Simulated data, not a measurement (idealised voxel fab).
Process module heading - voxel fin reveal
185 nm wide, 5 nm square cells: that's cross-section cut.
A cross-section is a grid of square cells, given in bands from the top down. A band is one or more rows of cells. Per band: top height and bottom height in nm, followed by the left-to-right materials and their widths in nm; "everywhere" marks a single material spanning edge to edge, "blank" marks empty space. Height datum 0, below which the as-received substrate wafer is one material. Lowest band open at the bottom, running downward: "0 down". The two numbers in a width such as "30..40" mark its ends across the band: the first belongs to the top row of cells, the second to the bottom row, and from each row to the next the width moves by the same amount. Key: "remained the same" - step with no changed cell in the cross-section. "Entrapped voids" enumerates empty spaces isolated from the top, with no open way to it, that contain at least 8 cells, giving each as width x height at distance from the left edge, all three in nm. Heads up: the bit after the settings on a step's line is the simulator's remark on that step. "overlay nm" denotes, for a step that has a mask, the displacement of the mask to the right of its planned place, with negative values corresponding to the left.
-- Process steps - plan
1) RECEIVE | material Si
2) CONFORMAL_DEP | material SiN | thk nm 10
3) PATTERN | tone cover | mask id FINS | material resist | width nm 15 | pitch nm 40 | thk nm 20 | overlay nm 0
4) DIRECTIONAL_ETCH | etch materials SiN | depth nm 10
5) DIRECTIONAL_ETCH | etch materials Si | depth nm 35
6) STRIP | etch materials resist
7) OXIDIZE | depth nm 5
8) FILL_DEP | material SiO2 | thk nm 10
9) CMP | height nm 10
10) SELECTIVE_ETCH | etch materials SiO2 | depth nm 30
11) STRIP | etch materials SiN
12) CONFORMAL_DEP | material HfO2 | thk nm 5
-- Cross-section of the incoming wafer, state after step 1
    0 down  Si everywhere
    Entrapped voids: none
-- End state of the module in cross-section, given the above starting point and plan and one mistake in execution
    5 to 0  blank=65, HfO2=20, blank=20, HfO2=20, blank=60
    0 to -15  blank=65, HfO2=5, Si=10, HfO2=5, blank=20, HfO2=5, Si=10, HfO2=5, blank=60
    -15 to -20  HfO2=70, Si=10, HfO2=30, Si=10, HfO2=65
    -20 to -40  SiO2=70, Si=10, SiO2=30, Si=10, SiO2=65
    -40 down  Si everywhere
    Entrapped voids: none
What was done differently from what was planned? step 3 deviated from plan and actually ran as PATTERN | tone cover | mask id FINS | material resist | width nm 20 | pitch nm 40 | thk nm 20 | overlay nm 0
